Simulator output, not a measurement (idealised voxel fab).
Module name: voxel gate over fins (process module)
In the cross-section labelled cut, the width is 255 nm and each square cell is 5 nm.
Each cross-section below is a grid of square cells, stated as bands in top-down order, with one or more rows of cells making up each band. Band: top and bottom heights (nm) first, top before bottom; then materials from left to right, widths in nm. "all across" marks a sole material filling the band edge to edge. "air" denotes empty space. Counting heights begins at 0, where everything beneath is, in the wafer as received, one material. The lowest band has no bottom; it goes on downwards, as "0 and below" shows. Width "30->40": first value at the band's top row of cells, second value at its bottom row, equal change from row to row. Where the words "changes: none" appear for a step, the cross-section shows no cell changed by that step; every cell remained as before. In "Entrapped voids" the enclosed voids are listed, meaning empty spaces of 8 cells or larger without any opening to the top. The form is width x height at distance, distance from the left edge, units nm. Read whatever lies past the settings on a step's line as the simulator's own remark about the step. overlay nm: step with mask; distance mask lay right of planned place; negative value = left of planned place.
PROCESS STEPS (PLANNED)
1. RECEIVE: material Si
2. CONFORMAL_DEP: material SiN, thk nm 10
3. PATTERN: tone cover, mask id FINS, material resist, width nm 15, pitch nm 35, thk nm 15, overlay nm 0
4. DIRECTIONAL_ETCH: etch materials SiN, depth nm 10
5. DIRECTIONAL_ETCH: etch materials Si, depth nm 30
6. STRIP: etch materials resist
7. FILL_DEP: material SiO2, thk nm 5
8. CMP: height nm 10
9. SELECTIVE_ETCH: etch materials SiO2, depth nm 25
10. STRIP: etch materials SiN
11. CONFORMAL_DEP: material HfO2, thk nm 5
12. CONFORMAL_DEP: material TiN, thk nm 5
13. CONFORMAL_DEP: material TiAl, thk nm 5
14. CONFORMAL_DEP: material TiN, thk nm 5
15. FILL_DEP: material W, thk nm 15
16. CMP: height nm 30
17. CONFORMAL_DEP: material SiN, thk nm 10
ACCOUNT OF THE FIRST OF TWO WAFERS, WHICH WAS PROCESSED AS INTENDED
THE CROSS-SECTION HERE SHOWS THE WAFER AS RECEIVED, I.E. IN ITS STATE AFTER STEP 1
0 and below: Si all across
Entrapped voids: none
STEP 2 DONE - WAFER CROSS-SECTION
10 down to 0: SiN all across
Whatever lies below 0 is exactly as it was before.
STEP 3 DONE - WAFER CROSS-SECTION
25 down to 10: air 65, then resist 15, then air 20, then resist 15, then air 20, then resist 15, then air 20, then resist 15, then air 70
Whatever lies below 10 is exactly as it was before.
STEP 4 DONE - WAFER CROSS-SECTION
25 down to 10: air 65, then resist 15, then air 20, then resist 15, then air 20, then resist 15, then air 20, then resist 15, then air 70
10 down to 0: air 65, then SiN 15, then air 20, then SiN 15, then air 20, then SiN 15, then air 20, then SiN 15, then air 70
Whatever lies below 0 is exactly as it was before.
STEP 5 DONE - WAFER CROSS-SECTION
25 down to 10: air 65, then resist 15, then air 20, then resist 15, then air 20, then resist 15, then air 20, then resist 15, then air 70
10 down to 0: air 65, then SiN 15, then air 20, then SiN 15, then air 20, then SiN 15, then air 20, then SiN 15, then air 70
0 down to -30: air 65, then Si 15, then air 20, then Si 15, then air 20, then Si 15, then air 20, then Si 15, then air 70
Whatever lies below -30 is exactly as it was before.
STEP 6 DONE - WAFER CROSS-SECTION
10 down to 0: air 65, then SiN 15, then air 20, then SiN 15, then air 20, then SiN 15, then air 20, then SiN 15, then air 70
Whatever lies below 0 is exactly as it was before.
STEP 7 DONE - WAFER CROSS-SECTION
15 down to 10: SiO2 all across
10 down to 0: SiO2 65, then SiN 15, then SiO2 20, then SiN 15, then SiO2 20, then SiN 15, then SiO2 20, then SiN 15, then SiO2 70
0 down to -30: SiO2 65, then Si 15, then SiO2 20, then Si 15, then SiO2 20, then Si 15, then SiO2 20, then Si 15, then SiO2 70
Whatever lies below -30 is exactly as it was before.
STEP 8 DONE - WAFER CROSS-SECTION
10 down to 0: SiO2 65, then SiN 15, then SiO2 20, then SiN 15, then SiO2 20, then SiN 15, then SiO2 20, then SiN 15, then SiO2 70
Whatever lies below 0 is exactly as it was before.
STEP 9 DONE - WAFER CROSS-SECTION
10 down to 0: air 65, then SiN 15, then air 20, then SiN 15, then air 20, then SiN 15, then air 20, then SiN 15, then air 70
0 down to -15: air 65, then Si 15, then air 20, then Si 15, then air 20, then Si 15, then air 20, then Si 15, then air 70
Whatever lies below -15 is exactly as it was before.
STEP 10 DONE - WAFER CROSS-SECTION
0 down to -15: air 65, then Si 15, then air 20, then Si 15, then air 20, then Si 15, then air 20, then Si 15, then air 70
Whatever lies below -15 is exactly as it was before.
STEP 11 DONE - WAFER CROSS-SECTION
5 down to 0: air 60, then HfO2 25, then air 10, then HfO2 25, then air 10, then HfO2 25, then air 10, then HfO2 25, then air 65
0 down to -10: air 60, then HfO2 5, then Si 15, then HfO2 5, then air 10, then HfO2 5, then Si 15, then HfO2 5, then air 10, then HfO2 5, then Si 15, then HfO2 5, then air 10, then HfO2 5, then Si 15, then HfO2 5, then air 65
-10 down to -15: HfO2 65, then Si 15, then HfO2 20, then Si 15, then HfO2 20, then Si 15, then HfO2 20, then Si 15, then HfO2 70
Whatever lies below -15 is exactly as it was before.
STEP 12 DONE - WAFER CROSS-SECTION
10 down to 5: air 55, then TiN 140, then air 60
5 down to 0: air 55, then TiN 5, then HfO2 25, then TiN 10, then HfO2 25, then TiN 10, then HfO2 25, then TiN 10, then HfO2 25, then TiN 5, then air 60
0 down to -5: air 55, then TiN 5, then HfO2 5, then Si 15, then HfO2 5, then TiN 10, then HfO2 5, then Si 15, then HfO2 5, then TiN 10, then HfO2 5, then Si 15, then HfO2 5, then TiN 10, then HfO2 5, then Si 15, then HfO2 5, then TiN 5, then air 60
-5 down to -10: TiN 60, then HfO2 5, then Si 15, then HfO2 5, then TiN 10, then HfO2 5, then Si 15, then HfO2 5, then TiN 10, then HfO2 5, then Si 15, then HfO2 5, then TiN 10, then HfO2 5, then Si 15, then HfO2 5, then TiN 65
Whatever lies below -10 is exactly as it was before.
STEP 13 DONE - WAFER CROSS-SECTION
15 down to 10: air 50, then TiAl 150, then air 55
10 down to 5: air 50, then TiAl 5, then TiN 140, then TiAl 5, then air 55
5 down to 0: air 50, then TiAl 5, then TiN 5, then HfO2 25, then TiN 10, then HfO2 25, then TiN 10, then HfO2 25, then TiN 10, then HfO2 25, then TiN 5, then TiAl 5, then air 55
0 down to -5: TiAl 55, then TiN 5, then HfO2 5, then Si 15, then HfO2 5, then TiN 10, then HfO2 5, then Si 15, then HfO2 5, then TiN 10, then HfO2 5, then Si 15, then HfO2 5, then TiN 10, then HfO2 5, then Si 15, then HfO2 5, then TiN 5, then TiAl 60
Whatever lies below -5 is exactly as it was before.
STEP 14 DONE - WAFER CROSS-SECTION
20 down to 15: air 45, then TiN 160, then air 50
15 down to 10: air 45, then TiN 5, then TiAl 150, then TiN 5, then air 50
10 down to 5: air 45, then TiN 5, then TiAl 5, then TiN 140, then TiAl 5, then TiN 5, then air 50
5 down to 0: TiN 50, then TiAl 5, then TiN 5, then HfO2 25, then TiN 10, then HfO2 25, then TiN 10, then HfO2 25, then TiN 10, then HfO2 25, then TiN 5, then TiAl 5, then TiN 55
Whatever lies below 0 is exactly as it was before.
STEP 15 DONE - WAFER CROSS-SECTION
35 down to 20: W all across
20 down to 15: W 45, then TiN 160, then W 50
15 down to 10: W 45, then TiN 5, then TiAl 150, then TiN 5, then W 50
10 down to 5: W 45, then TiN 5, then TiAl 5, then TiN 140, then TiAl 5, then TiN 5, then W 50
Whatever lies below 5 is exactly as it was before.
STEP 16 DONE - WAFER CROSS-SECTION
30 down to 20: W all across
Whatever lies below 20 is exactly as it was before.
STEP 17 DONE - WAFER CROSS-SECTION
40 down to 30: SiN all across
Whatever lies below 30 is exactly as it was before.
THE SECOND WAFER: COMMON ORIGIN AND PLAN, ONE MISTAKE IN EXECUTION, IDENTICAL TO THE FIRST THROUGH STEP 12
CROSS-SECTION OF THE SECOND WAFER AT THE TIME BY WHICH STEP 13 SHOULD HAVE BEEN COMPLETED ACCORDING TO THE PLAN
15 down to 5: air 50, then TiN 150, then air 55
5 down to 0: air 50, then TiN 10, then HfO2 25, then TiN 10, then HfO2 25, then TiN 10, then HfO2 25, then TiN 10, then HfO2 25, then TiN 10, then air 55
0 down to -10: TiN 60, then HfO2 5, then Si 15, then HfO2 5, then TiN 10, then HfO2 5, then Si 15, then HfO2 5, then TiN 10, then HfO2 5, then Si 15, then HfO2 5, then TiN 10, then HfO2 5, then Si 15, then HfO2 5, then TiN 65
Whatever lies below -10 is exactly as it was before.
CROSS-SECTION OF THE SECOND WAFER AT THE TIME BY WHICH STEP 14 SHOULD HAVE BEEN COMPLETED ACCORDING TO THE PLAN
20 down to 15: air 45, then TiAl 160, then air 50
15 down to 5: air 45, then TiAl 5, then TiN 150, then TiAl 5, then air 50
5 down to 0: TiAl 50, then TiN 10, then HfO2 25, then TiN 10, then HfO2 25, then TiN 10, then HfO2 25, then TiN 10, then HfO2 25, then TiN 10, then TiAl 55
Whatever lies below 0 is exactly as it was before.
CROSS-SECTION OF THE SECOND WAFER AT THE TIME BY WHICH STEP 15 SHOULD HAVE BEEN COMPLETED ACCORDING TO THE PLAN
35 down to 20: W all across
20 down to 15: W 45, then TiAl 160, then W 50
15 down to 5: W 45, then TiAl 5, then TiN 150, then TiAl 5, then W 50
Whatever lies below 5 is exactly as it was before.
CROSS-SECTION OF THE SECOND WAFER AT THE TIME BY WHICH STEP 16 SHOULD HAVE BEEN COMPLETED ACCORDING TO THE PLAN
30 down to 20: W all across
Whatever lies below 20 is exactly as it was before.
CROSS-SECTION OF THE SECOND WAFER AT THE TIME BY WHICH STEP 17 SHOULD HAVE BEEN COMPLETED ACCORDING TO THE PLAN
40 down to 30: SiN all across
Whatever lies below 30 is exactly as it was before.
What broke from the plan during processing? a sequencing error occurred in which plan steps 13 and 14 were transposed
Matching per-material cell counts, mismatched positions: that is how the second wafer compares with the first at the end.
